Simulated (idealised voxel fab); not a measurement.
process module | voxel wiring stack
cross-section cut | 155 nm wide | cells 5 nm
A cross-section is a grid of square cells, given in bands from the top down. A band is one or more rows of cells.
Each band's line starts with the height of the band's top and of its bottom, in nm. Then come its materials from left to right, each with its width in nm. One material with "throughout" fills the band from edge to edge. "air" is empty space.
Height 0 is the level under which the wafer as received is all one material. The lowest band goes on downwards, as in "0 down".
A width such as "30 to 40" changes by the same amount from each row of cells to the next, from the band's top row to its bottom row.
"no change" after a step means that no cell of the cross-section changed.
closed voids: empty space of 8 cells or more with no open way to the top, each as width x height at its distance from the left edge, in nm
after a step's settings: what the simulator itself notes on the step
overlay nm, on a step with a mask: how far to the right of its planned place the mask lay; to the left if negative
Each pair below shows a cross-section before one step and the cross-section after it, down to the lowest band that changed. The line under each pair gives the step between them, with its settings. The pairs can come from different runs of this module on the same starting wafer, so a pair continues from the pair above only where its "before" says so.
before
  105 to 90: air 35 | aC 25 | air 30 | aC 25 | air 40
  90 to 70: air 35 | W 25 | air 30 | W 25 | air 40
  70 to 65: TiN throughout
  65 to 50: lowk 35 | Ru 20 | lowk 100
  50 to 45: SiCN 35 | Ru 15 | SiCN 105
  45 to 40: SiCN 30 | Ru 35 | SiCN 20 | Ru 35 | SiCN 35
  40 to 15: lowk 35 | TiN 5 | Ru 15 | TiN 5 | lowk 30 | TiN 5 | Ru 15 | TiN 5 | lowk 40
  15 to 10: SiN 35 | TiN 25 | SiN 30 | TiN 25 | SiN 40
  10 to 0: SiO2 throughout
  0 down: Si throughout
  closed voids: none
after
  105 to 90: air 35 | aC 25 | air 30 | aC 25 | air 40
  90 to 70: air 35 | W 25 | air 30 | W 25 | air 40
  70 to 65: air 35 | TiN 25 | air 30 | TiN 25 | air 40
  below 65: unchanged
  closed voids: none
the step between: op DIRECTIONAL_ETCH | etch materials TiN | depth nm 5
before: the cross-section after the pair above
after
  90 to 70: air 35 | W 25 | air 30 | W 25 | air 40
  below 70: unchanged
  closed voids: none
the step between: op STRIP | etch materials aC
before: the cross-section after the pair above
after
  95 to 90: SiO2 throughout
  90 to 70: SiO2 35 | W 25 | SiO2 30 | W 25 | SiO2 40
  70 to 65: SiO2 35 | TiN 25 | SiO2 30 | TiN 25 | SiO2 40
  below 65: unchanged
  closed voids: none
the step between: op FILL_DEP | material SiO2 | thk nm 5
before: the cross-section after the pair above
after
  90 to 70: SiO2 35 | W 25 | SiO2 30 | W 25 | SiO2 40
  below 70: unchanged
  closed voids: none
the step between: op CMP | height nm 90
before: the cross-section after the pair above
after
  95 to 90: SiCN throughout
  below 90: unchanged
  closed voids: none
the step between: op CONFORMAL_DEP | material SiCN | thk nm 5
before
  40 to 15: lowk throughout
  15 to 10: SiN throughout
  10 to 0: SiO2 throughout
  0 down: Si throughout
  closed voids: none
after
  60 to 40: resist 45 | air 25 | resist 30 | air 25 | resist 30
  below 40: unchanged
  closed voids: none
the step between: op PATTERN | tone open | mask id METAL_1 | material resist | width nm 25 | pitch nm 55 | thk nm 20 | overlay nm 10
before: the cross-section after the pair above
after
  60 to 40: resist 45 | air 25 | resist 30 | air 25 | resist 30
  40 to 15: lowk 45 | air 25 | lowk 30 | air 25 | lowk 30
  below 15: unchanged
  closed voids: none
the step between: op DIRECTIONAL_ETCH | etch materials lowk | depth nm 25
before: the cross-section after the pair above
after
  60 to 40: resist 45 | air 25 | resist 30 | air 25 | resist 30
  40 to 15: lowk 45 | air 25 | lowk 30 | air 25 | lowk 30
  15 to 10: SiN 45 | air 25 | SiN 30 | air 25 | SiN 30
  below 10: unchanged
  closed voids: none
the step between: op DIRECTIONAL_ETCH | etch materials SiN | depth nm 5
before: the cross-section after the pair above
after
  40 to 15: lowk 45 | air 25 | lowk 30 | air 25 | lowk 30
  below 15: unchanged
  closed voids: none
the step between: op STRIP | etch materials resist
before: the cross-section after the pair above
after
  45 to 40: TiN 50 | air 15 | TiN 40 | air 15 | TiN 35
  40 to 15: lowk 45 | TiN 5 | air 15 | TiN 5 | lowk 30 | TiN 5 | air 15 | TiN 5 | lowk 30
  15 to 10: SiN 45 | TiN 25 | SiN 30 | TiN 25 | SiN 30
  below 10: unchanged
  closed voids: none
the step between: op CONFORMAL_DEP | material TiN | thk nm 5
before: the cross-section after the pair above
after
  55 to 45: Ru throughout
  45 to 40: TiN 50 | Ru 15 | TiN 40 | Ru 15 | TiN 35
  40 to 15: lowk 45 | TiN 5 | Ru 15 | TiN 5 | lowk 30 | TiN 5 | Ru 15 | TiN 5 | lowk 30
  below 15: unchanged
  closed voids: none
the step between: op FILL_DEP | material Ru | thk nm 10
before: the cross-section after the pair above
after
  40 to 15: lowk 45 | TiN 5 | Ru 15 | TiN 5 | lowk 30 | TiN 5 | Ru 15 | TiN 5 | lowk 30
  below 15: unchanged
  closed voids: none
the step between: op CMP | height nm 40
before: the cross-section after the pair above
after
  45 to 40: air 40 | Ru 35 | air 20 | Ru 35 | air 25
  below 40: unchanged
  closed voids: none
the step between: op EPI | material Ru | thk nm 5
before: the cross-section after the pair above
after
  50 to 45: SiCN throughout
  45 to 40: SiCN 40 | Ru 35 | SiCN 20 | Ru 35 | SiCN 25
  below 40: unchanged
  closed voids: none
the step between: op FILL_DEP | material SiCN | thk nm 5
before: the cross-section after the pair above
after
  65 to 50: lowk throughout
  below 50: unchanged
  closed voids: none
the step between: op DIRECTIONAL_DEP | material lowk | thk nm 15
before: the cross-section after the pair above
after
  65 to 50: lowk 35 | air 15 | lowk 105
  below 50: unchanged
  closed voids: none
the step between: op MASKED_ETCH | tone open | mask id PLUG_1 | width nm 15 | etch materials lowk | depth nm 15 | overlay nm 0
before: the cross-section after the pair above
after
  65 to 50: lowk 35 | air 15 | lowk 105
  50 to 45: SiCN 35 | air 15 | SiCN 105
  below 45: unchanged
  closed voids: none
the step between: op MASKED_ETCH | tone open | mask id PLUG_1 | width nm 15 | etch materials SiCN | depth nm 5 | overlay nm 0
before: the cross-section after the pair above
after
  65 to 55: lowk 35 | air 15 | lowk 105
  55 to 50: lowk 35 | Ru 15 | lowk 105
  50 to 45: SiCN 35 | Ru 15 | SiCN 105
  below 45: unchanged
  closed voids: none
the step between: op EPI | material Ru | thk nm 10
before: the cross-section after the pair above
after
  65 to 50: lowk 35 | Ru 15 | lowk 105
  below 50: unchanged
  closed voids: none
the step between: op EPI | material Ru | thk nm 10
before: the cross-section after the pair above
after
  70 to 65: TiN throughout
  below 65: unchanged
  closed voids: none
the step between: op DIRECTIONAL_DEP | material TiN | thk nm 5
before: the cross-section after the pair above
after
  90 to 70: W throughout
  below 70: unchanged
  closed voids: none
the step between: op DIRECTIONAL_DEP | material W | thk nm 20
before: the cross-section after the pair above
after
  105 to 90: aC throughout
  below 90: unchanged
  closed voids: none
the step between: op DIRECTIONAL_DEP | material aC | thk nm 15
before: the cross-section after the pair above
after
  135 to 105: air 35 | resist 25 | air 30 | resist 25 | air 40
  below 105: unchanged
  closed voids: none
the step between: op PATTERN | tone cover | mask id METAL_2 | material resist | width nm 25 | pitch nm 55 | thk nm 30 | overlay nm 0
before: the cross-section after the pair above
after
  120 to 105: air 35 | resist 25 | air 30 | resist 25 | air 40
  105 to 90: air 35 | aC 25 | air 30 | aC 25 | air 40
  below 90: unchanged
  closed voids: none
the step between: op DIRECTIONAL_ETCH | etch materials aC | depth nm 15
before: the cross-section after the pair above
after
  105 to 90: air 35 | aC 25 | air 30 | aC 25 | air 40
  below 90: unchanged
  closed voids: none
the step between: op STRIP | etch materials resist
before: the cross-section after the pair above
after
  105 to 90: air 35 | aC 25 | air 30 | aC 25 | air 40
  90 to 70: air 35 | W 25 | air 30 | W 25 | air 40
  below 70: unchanged
  closed voids: none
the step between: op DIRECTIONAL_ETCH | etch materials W | depth nm 20
before: the cross-section after the pair above
after
  105 to 90: air 35 | aC 25 | air 30 | aC 25 | air 40
  90 to 70: air 35 | W 25 | air 30 | W 25 | air 40
  70 to 65: air 35 | TiN 25 | air 30 | TiN 25 | air 40
  below 65: unchanged
  closed voids: none
the step between: op DIRECTIONAL_ETCH | etch materials TiN | depth nm 5
before: the cross-section after the pair above
after
  90 to 70: air 35 | W 25 | air 30 | W 25 | air 40
  below 70: unchanged
  closed voids: none
the step between: op STRIP | etch materials aC
before: the cross-section after the pair above
after
  95 to 90: SiO2 throughout
  90 to 70: SiO2 35 | W 25 | SiO2 30 | W 25 | SiO2 40
  70 to 65: SiO2 35 | TiN 25 | SiO2 30 | TiN 25 | SiO2 40
  below 65: unchanged
  closed voids: none
the step between: op FILL_DEP | material SiO2 | thk nm 5
before: the cross-section after the pair above
after
  90 to 70: SiO2 35 | W 25 | SiO2 30 | W 25 | SiO2 40
  below 70: unchanged
  closed voids: none
the step between: op CMP | height nm 90
before: the cross-section after the pair above
after
  95 to 90: SiCN throughout
  below 90: unchanged
  closed voids: none
the step between: op CONFORMAL_DEP | material SiCN | thk nm 5
before
  50 to 45: SiCN throughout
  45 to 40: SiCN 30 | Ru 35 | SiCN 20 | Ru 35 | SiCN 35
  40 to 15: lowk 35 | TiN 5 | Ru 15 | TiN 5 | lowk 30 | TiN 5 | Ru 15 | TiN 5 | lowk 40
  15 to 10: SiN 35 | TiN 25 | SiN 30 | TiN 25 | SiN 40
  10 to 0: SiO2 throughout
  0 down: Si throughout
  closed voids: none
after
  65 to 50: TiN throughout
  below 50: unchanged
  closed voids: none
the step between: op DIRECTIONAL_DEP | material TiN | thk nm 15
before: the cross-section after the pair above
after
  75 to 65: Ru throughout
  below 65: unchanged
  closed voids: none
the step between: op EPI | material Ru | thk nm 10
before: the cross-section after the pair above
after
  85 to 65: Ru throughout
  below 65: unchanged
  closed voids: none
the step between: op EPI | material Ru | thk nm 10
before: the cross-section after the pair above
after
  90 to 85: TiN throughout
  below 85: unchanged
  closed voids: none
the step between: op DIRECTIONAL_DEP | material TiN | thk nm 5
before: the cross-section after the pair above
after
  110 to 90: W throughout
  below 90: unchanged
  closed voids: none
the step between: op DIRECTIONAL_DEP | material W | thk nm 20
before: the cross-section after the pair above
after
  125 to 110: aC throughout
  below 110: unchanged
  closed voids: none
the step between: op DIRECTIONAL_DEP | material aC | thk nm 15
before: the cross-section after the pair above
after
  155 to 125: air 35 | resist 25 | air 30 | resist 25 | air 40
  below 125: unchanged
  closed voids: none
the step between: op PATTERN | tone cover | mask id METAL_2 | material resist | width nm 25 | pitch nm 55 | thk nm 30 | overlay nm 0
before: the cross-section after the pair above
after
  140 to 125: air 35 | resist 25 | air 30 | resist 25 | air 40
  125 to 110: air 35 | aC 25 | air 30 | aC 25 | air 40
  below 110: unchanged
  closed voids: none
the step between: op DIRECTIONAL_ETCH | etch materials aC | depth nm 15
before: the cross-section after the pair above
after
  125 to 110: air 35 | aC 25 | air 30 | aC 25 | air 40
  below 110: unchanged
  closed voids: none
the step between: op STRIP | etch materials resist
before: the cross-section after the pair above
after
  125 to 110: air 35 | aC 25 | air 30 | aC 25 | air 40
  110 to 90: air 35 | W 25 | air 30 | W 25 | air 40
  below 90: unchanged
  closed voids: none
the step between: op DIRECTIONAL_ETCH | etch materials W | depth nm 20
before: the cross-section after the pair above
after
  125 to 110: air 35 | aC 25 | air 30 | aC 25 | air 40
  110 to 90: air 35 | W 25 | air 30 | W 25 | air 40
  90 to 85: air 35 | TiN 25 | air 30 | TiN 25 | air 40
  below 85: unchanged
  closed voids: none
the step between: op DIRECTIONAL_ETCH | etch materials TiN | depth nm 5
before: the cross-section after the pair above
after
  110 to 90: air 35 | W 25 | air 30 | W 25 | air 40
  below 90: unchanged
  closed voids: none
the step between: op STRIP | etch materials aC
before: the cross-section after the pair above
after
  115 to 110: SiO2 throughout
  110 to 90: SiO2 35 | W 25 | SiO2 30 | W 25 | SiO2 40
  90 to 85: SiO2 35 | TiN 25 | SiO2 30 | TiN 25 | SiO2 40
  below 85: unchanged
  closed voids: none
the step between: op FILL_DEP | material SiO2 | thk nm 5
before: the cross-section after the pair above
after
  90 to 85: SiO2 35 | TiN 25 | SiO2 30 | TiN 25 | SiO2 40
  below 85: unchanged
  closed voids: none
the step between: op CMP | height nm 90
before: the cross-section after the pair above
after
  95 to 90: SiCN throughout
  below 90: unchanged
  closed voids: none
the step between: op CONFORMAL_DEP | material SiCN | thk nm 5
before
  65 to 50: lowk throughout
  50 to 45: SiCN throughout
  45 to 40: SiCN 30 | Ru 35 | SiCN 20 | Ru 35 | SiCN 35
  40 to 15: lowk 35 | TiN 5 | Ru 15 | TiN 5 | lowk 30 | TiN 5 | Ru 15 | TiN 5 | lowk 40
  15 to 10: SiN 35 | TiN 25 | SiN 30 | TiN 25 | SiN 40
  10 to 0: SiO2 throughout
  0 down: Si throughout
  closed voids: none
after
  65 to 50: air 35 | lowk 15 | air 105
  below 50: unchanged
  closed voids: none
the step between: op MASKED_ETCH | tone cover | mask id PLUG_1 | width nm 15 | etch materials lowk | depth nm 15 | overlay nm 0
before: the cross-section after the pair above
after
  70 to 65: air 35 | TiN 15 | air 105
  65 to 55: air 35 | lowk 15 | air 105
  55 to 50: TiN 35 | lowk 15 | TiN 105
  below 50: unchanged
  closed voids: none
the step between: op DIRECTIONAL_DEP | material TiN | thk nm 5
before: the cross-section after the pair above
after
  90 to 75: air 35 | W 15 | air 105
  75 to 70: W throughout
  70 to 65: W 35 | TiN 15 | W 105
  65 to 55: W 35 | lowk 15 | W 105
  below 55: unchanged
  closed voids: none
the step between: op DIRECTIONAL_DEP | material W | thk nm 20
before: the cross-section after the pair above
after
  105 to 90: air 35 | aC 15 | air 105
  90 to 75: aC 35 | W 15 | aC 105
  below 75: unchanged
  closed voids: none
the step between: op DIRECTIONAL_DEP | material aC | thk nm 15
before: the cross-section after the pair above
after
  135 to 105: air 35 | resist 25 | air 30 | resist 25 | air 40
  105 to 90: air 35 | aC 15 | resist 10 | air 30 | resist 25 | air 40
  below 90: unchanged
  closed voids: none
the step between: op PATTERN | tone cover | mask id METAL_2 | material resist | width nm 25 | pitch nm 55 | thk nm 30 | overlay nm 0
before: the cross-section after the pair above
after
  120 to 105: air 35 | resist 25 | air 30 | resist 25 | air 40
  105 to 90: air 35 | aC 15 | resist 10 | air 30 | resist 25 | air 40
  90 to 75: air 35 | W 15 | aC 10 | air 30 | aC 25 | air 40
  below 75: unchanged
  closed voids: none
the step between: op DIRECTIONAL_ETCH | etch materials aC | depth nm 15
before: the cross-section after the pair above
after
  105 to 90: air 35 | aC 15 | air 105
  below 90: unchanged
  closed voids: none
the step between: op STRIP | etch materials resist
before: the cross-section after the pair above
after
  105 to 90: air 35 | aC 15 | air 105
  90 to 75: air 35 | W 15 | aC 10 | air 30 | aC 25 | air 40
  75 to 70: air 35 | W 25 | air 30 | W 25 | air 40
  70 to 65: air 35 | TiN 15 | W 10 | air 30 | W 25 | air 40
  65 to 55: air 35 | lowk 15 | W 10 | air 30 | W 25 | air 40
  below 55: unchanged
  closed voids: none
the step between: op DIRECTIONAL_ETCH | etch materials W | depth nm 20
before: the cross-section after the pair above
after
  105 to 90: air 35 | aC 15 | air 105
  90 to 75: air 35 | W 15 | aC 10 | air 30 | aC 25 | air 40
  75 to 70: air 35 | W 25 | air 30 | W 25 | air 40
  70 to 65: air 35 | TiN 15 | W 10 | air 30 | W 25 | air 40
  65 to 55: air 35 | lowk 15 | W 10 | air 30 | W 25 | air 40
  55 to 50: air 35 | lowk 15 | TiN 10 | air 30 | TiN 25 | air 40
  below 50: unchanged
  closed voids: none
the step between: op DIRECTIONAL_ETCH | etch materials TiN | depth nm 5
before: the cross-section after the pair above
after
  90 to 75: air 35 | W 15 | air 105
  below 75: unchanged
  closed voids: none
the step between: op STRIP | etch materials aC
before: the cross-section after the pair above
after
  95 to 90: SiO2 throughout
  90 to 75: SiO2 35 | W 15 | SiO2 105
  75 to 70: SiO2 35 | W 25 | SiO2 30 | W 25 | SiO2 40
  70 to 65: SiO2 35 | TiN 15 | W 10 | SiO2 30 | W 25 | SiO2 40
  65 to 55: SiO2 35 | lowk 15 | W 10 | SiO2 30 | W 25 | SiO2 40
  55 to 50: SiO2 35 | lowk 15 | TiN 10 | SiO2 30 | TiN 25 | SiO2 40
  below 50: unchanged
  closed voids: none
the step between: op FILL_DEP | material SiO2 | thk nm 5
before: the cross-section after the pair above
after
  90 to 75: SiO2 35 | W 15 | SiO2 105
  below 75: unchanged
  closed voids: none
the step between: op CMP | height nm 90
before: the cross-section after the pair above
after
  95 to 90: SiCN throughout
  below 90: unchanged
  closed voids: none
the step between: op CONFORMAL_DEP | material SiCN | thk nm 5
